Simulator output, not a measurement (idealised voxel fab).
The following process module bears the name voxel tone inversion.
For reference, the cross-section in this document is cut, with width 280 nm and square cells of 5 nm.
Cross-section format: a grid of square cells, given as bands from top to bottom; each band is one or more rows of cells.
A band entry consists of two parts. The first gives the height of the band's top and the height of its bottom, in nm. The rest lists the band's materials from left to right, each with its width in nm. A single material labelled with the word "full width" fills the band from edge to edge, and the word "blank" marks empty space.
Heads up on the height convention: 0 is the point under which the incoming wafer is all one material, and the lowest band has no bottom, it just keeps going down, like "top 0, no bottom".
A width such as "30->40" changes by the same amount from each row of cells to the next, from the band's top row to its bottom row.
"no alteration" -> step changed no cross-section cell.
Voids not open to the top, 8 cells minimum: see "Closed void listing". Written width x height at distance; distance is from the left edge; nm.
Past the settings on a step's line: simulator remark, on that step.
The optional step-line setting "overlay nm" applies to steps with a mask and quantifies how far to the right of its planned location the mask lay, a negative value indicating leftward placement.
## Below is the list of planned process steps
| 1 | RECEIVE: material Si |
| 2 | CONFORMAL_DEP: material SiN, thk nm 10 |
| 3 | DIRECTIONAL_DEP: material aC, thk nm 20 |
| 4 | PATTERN: tone cover, mask id POSTS, material resist, width nm 25, pitch nm 40, thk nm 25, overlay nm 0 |
| 5 | DIRECTIONAL_ETCH: etch materials aC, depth nm 20 |
| 6 | STRIP: etch materials resist |
| 7 | FILL_DEP: material lowk, thk nm 5 |
| 8 | CMP: height nm 30 |
| 9 | STRIP: etch materials aC |
| 10 | CONFORMAL_DEP: material TiN, thk nm 5 |
| 11 | FILL_DEP: material Ru, thk nm 5 |
| 12 | CMP: height nm 30 |
| 13 | CONFORMAL_DEP: material SiN, thk nm 5 |
## Wafer as received: cross-section following step 1
* top 0, no bottom | Si full width
* Closed void listing: none
## Cross-section, first of two wafers, end of module, run as planned
* top 35, bottom 30 | SiN full width
* top 30, bottom 15 | 85 nm lowk | 5 nm TiN | 15 nm Ru | 5 nm TiN | 15 nm lowk | 5 nm TiN | 15 nm Ru | 5 nm TiN | 15 nm lowk | 5 nm TiN | 15 nm Ru | 5 nm TiN | 90 nm lowk
* top 15, bottom 10 | 85 nm lowk | 25 nm TiN | 15 nm lowk | 25 nm TiN | 15 nm lowk | 25 nm TiN | 90 nm lowk
* top 10, bottom 0 | SiN full width
* top 0, no bottom | Si full width
* Closed void listing: none
## Cross-sectional view: second of two wafers, end of module; start and plan identical to the first, one mistake in running
* top 40, bottom 35 | SiN full width
* top 35, bottom 30 | 90 nm TiN | 15 nm Ru | 25 nm TiN | 15 nm Ru | 25 nm TiN | 15 nm Ru | 95 nm TiN
* top 30, bottom 15 | 85 nm lowk | 5 nm TiN | 15 nm Ru | 5 nm TiN | 15 nm lowk | 5 nm TiN | 15 nm Ru | 5 nm TiN | 15 nm lowk | 5 nm TiN | 15 nm Ru | 5 nm TiN | 90 nm lowk
* top 15, bottom 10 | 85 nm lowk | 25 nm TiN | 15 nm lowk | 25 nm TiN | 15 nm lowk | 25 nm TiN | 90 nm lowk
* top 10, bottom 0 | SiN full width
* top 0, no bottom | Si full width
* Closed void listing: none
So what did we get wrong on this run? step 12 ran as: CMP: height nm 35
End check, counted in cells, second wafer has more or fewer of these materials than the first: Ru: 9 more, TiN: 47 more
